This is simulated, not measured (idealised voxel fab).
You're looking at the process module voxel wiring stack.
Cross-section cut: width 230 nm, square cells of 5 nm.
In what follows, cross-sections appear as grids of square cells, described through bands that run from the top down, where every band is one or more rows of cells. A band entry consists of two parts. The first gives the height of the band's top and the height of its bottom, in nm. The rest lists the band's materials from left to right, each with its width in nm. A single material labelled with the word "edge to edge" fills the band from edge to edge, and the word "empty" marks empty space. Ref level 0: as-received wafer is one material below here. Bottom band extends down with no lower bound ("0 and below"). The expression "30..40" gives the width at the extremes of the band, the first number at its top row of cells and the second at its bottom row, with the width changing by equal amounts from each row to the next in between. The cross-section has no changed cell in any step marked "nothing changed". Entry "Sealed cavities". Content: empty spaces with no open connection to the top, size 8 cells or greater. Each: width x height at distance. Distance: from left edge. Unit: nm. Formally, on a step line, whatever follows the settings is a remark that the simulator itself makes on the step. If you see "overlay nm" on a step's line and that step has a mask, it's telling you how far right of where it was planned the mask ended up; a negative number means it went left instead.

## Steps planned for the process
step 1: RECEIVE,material Si
step 2: CONFORMAL_DEP,material SiO2,thk nm 10
step 3: DIRECTIONAL_DEP,material TiN,thk nm 5
step 4: DIRECTIONAL_DEP,material W,thk nm 25
step 5: MASKED_ETCH,tone cover,mask id METAL_1,width nm 25,pitch nm 40,etch materials W,depth nm 25,overlay nm 0
step 6: MASKED_ETCH,tone cover,mask id METAL_1,width nm 25,pitch nm 40,etch materials TiN,depth nm 5,overlay nm 0
step 7: CONFORMAL_DEP,material SiCN,thk nm 5
step 8: FILL_DEP,material lowk,thk nm 10
step 9: CMP,height nm 40
step 10: CONFORMAL_DEP,material SiCN,thk nm 5
step 11: DIRECTIONAL_DEP,material SiO2,thk nm 10
step 12: PATTERN,tone open,mask id PLUG_1,material resist,width nm 15,thk nm 20,overlay nm 0
step 13: DIRECTIONAL_ETCH,etch materials SiO2,depth nm 10
step 14: DIRECTIONAL_ETCH,etch materials SiCN,depth nm 5
step 15: STRIP,etch materials resist
step 16: CONFORMAL_DEP,material TiN,thk nm 5
step 17: FILL_DEP,material Ru,thk nm 5
step 18: CMP,height nm 55
step 19: CONFORMAL_DEP,material SiCN,thk nm 5
step 20: DIRECTIONAL_DEP,material lowk,thk nm 25
step 21: MASKED_ETCH,tone open,mask id METAL_2,width nm 25,pitch nm 40,etch materials lowk,depth nm 25,overlay nm 0
step 22: MASKED_ETCH,tone open,mask id METAL_2,width nm 25,pitch nm 40,etch materials SiCN,depth nm 5,overlay nm 0
step 23: CONFORMAL_DEP,material TiN,thk nm 5
step 24: FILL_DEP,material Cu,thk nm 5
step 25: CMP,height nm 85
step 26: CONFORMAL_DEP,material SiCN,thk nm 5
step 27: DIRECTIONAL_DEP,material lowk,thk nm 10
step 28: MASKED_ETCH,tone open,mask id PLUG_2,width nm 15,etch materials lowk,depth nm 10,overlay nm 0
step 29: MASKED_ETCH,tone open,mask id PLUG_2,width nm 15,etch materials SiCN,depth nm 5,overlay nm 0
step 30: CONFORMAL_DEP,material TiN,thk nm 5
step 31: FILL_DEP,material Cu,thk nm 5
step 32: CMP,height nm 100
step 33: DIRECTIONAL_DEP,material TiN,thk nm 5
step 34: DIRECTIONAL_DEP,material W,thk nm 25
step 35: DIRECTIONAL_DEP,material aC,thk nm 10
step 36: PATTERN,tone cover,mask id METAL_3,material resist,width nm 25,pitch nm 40,thk nm 25,overlay nm 0
step 37: DIRECTIONAL_ETCH,etch materials aC,depth nm 10
step 38: STRIP,etch materials resist
step 39: DIRECTIONAL_ETCH,etch materials W,depth nm 25
step 40: DIRECTIONAL_ETCH,etch materials TiN,depth nm 5
step 41: STRIP,etch materials aC
step 42: FILL_DEP,material lowk,thk nm 10
step 43: CMP,height nm 130
step 44: CONFORMAL_DEP,material SiCN,thk nm 5
step 45: DIRECTIONAL_DEP,material lowk,thk nm 10
step 46: MASKED_ETCH,tone open,mask id PLUG_3,width nm 15,etch materials lowk,depth nm 10,overlay nm 0
step 47: MASKED_ETCH,tone open,mask id PLUG_3,width nm 15,etch materials SiCN,depth nm 5,overlay nm 0
step 48: CONFORMAL_DEP,material TiN,thk nm 5
step 49: FILL_DEP,material W,thk nm 10
step 50: CMP,height nm 145
step 51: CONFORMAL_DEP,material SiN,thk nm 5
step 52: DIRECTIONAL_DEP,material SiO2,thk nm 25
step 53: MASKED_ETCH,tone open,mask id METAL_4,width nm 25,pitch nm 40,etch materials SiO2,depth nm 25,overlay nm 0
step 54: MASKED_ETCH,tone open,mask id METAL_4,width nm 25,pitch nm 40,etch materials SiN,depth nm 5,overlay nm 0
step 55: CONFORMAL_DEP,material TiN,thk nm 5
step 56: FILL_DEP,material Ru,thk nm 10
step 57: CMP,height nm 175
step 58: EPI,material Ru,thk nm 5
step 59: FILL_DEP,material SiCN,thk nm 5

## As-received wafer cross-section (after step 1)
	0 and below: Si edge to edge
	Sealed cavities: none

## End-of-module XS, first of two wafers, run as planned
	185 down to 180: SiCN edge to edge
	180 down to 175: SiCN 75; Ru 35; SiCN 5; Ru 35; SiCN 80
	175 down to 150: SiO2 80; TiN 5; Ru 15; TiN 5; SiO2 15; TiN 5; Ru 15; TiN 5; SiO2 85
	150 down to 145: SiN 80; TiN 25; SiN 15; TiN 25; SiN 85
	145 down to 135: lowk 80; TiN 5; W 5; TiN 5; lowk 135
	135 down to 130: SiCN 80; TiN 15; SiCN 135
	130 down to 105: lowk 80; W 25; lowk 15; W 25; lowk 85
	105 down to 100: lowk 80; TiN 25; lowk 15; TiN 25; lowk 85
	100 down to 90: lowk 80; TiN 5; Cu 5; TiN 5; lowk 135
	90 down to 85: SiCN 80; TiN 15; SiCN 135
	85 down to 60: lowk 80; TiN 5; Cu 15; TiN 5; lowk 15; TiN 5; Cu 15; TiN 5; lowk 85
	60 down to 55: SiCN 80; TiN 25; SiCN 15; TiN 25; SiCN 85
	55 down to 45: SiO2 80; TiN 5; Ru 5; TiN 5; SiO2 135
	45 down to 40: SiCN 80; TiN 15; SiCN 135
	40 down to 15: lowk 75; SiCN 5; W 25; SiCN 5; lowk 5; SiCN 5; W 25; SiCN 5; lowk 80
	15 down to 10: SiCN 80; TiN 25; SiCN 15; TiN 25; SiCN 85
	10 down to 0: SiO2 edge to edge
	0 and below: Si edge to edge
	Sealed cavities: none

## Second wafer of the two, sectioned at the end of the module. It began like the first and followed the same plan, but one mistake was made while running it
	185 down to 180: SiCN edge to edge
	180 down to 175: SiCN 75; Ru 35; SiCN 5; Ru 35; SiCN 80
	175 down to 150: SiO2 80; TiN 5; Ru 15; TiN 5; SiO2 15; TiN 5; Ru 15; TiN 5; SiO2 85
	150 down to 145: SiN 80; TiN 25; SiN 15; TiN 25; SiN 85
	145 down to 135: lowk 80; TiN 5; W 5; TiN 5; lowk 135
	135 down to 130: SiCN 80; TiN 15; SiCN 135
	130 down to 105: lowk 80; W 25; lowk 15; W 25; lowk 85
	105 down to 100: lowk 80; TiN 25; lowk 15; TiN 25; lowk 85
	100 down to 90: lowk 80; TiN 5; Cu 5; TiN 5; lowk 135
	90 down to 85: SiCN 80; TiN 15; SiCN 135
	85 down to 60: lowk 80; TiN 5; Cu 15; TiN 5; lowk 15; TiN 5; Cu 15; TiN 5; lowk 85
	60 down to 55: SiCN 80; TiN 25; SiCN 15; TiN 25; SiCN 85
	55 down to 50: SiCN 80; TiN 15; SiCN 135
	50 down to 40: SiO2 edge to edge
	40 down to 15: lowk 75; SiCN 5; W 25; SiCN 5; lowk 5; SiCN 5; W 25; SiCN 5; lowk 80
	15 down to 10: SiCN 80; TiN 25; SiCN 15; TiN 25; SiCN 85
	10 down to 0: SiO2 edge to edge
	0 and below: Si edge to edge
	Sealed cavities: none
What broke from the plan during processing? note: step 10 <-> step 11, run order reversed vs plan
Wafer comparison, final, in cells, second relative to first, materials more or fewer: Ru: 2 fewer; SiO2: 6 more; TiN: 4 fewer
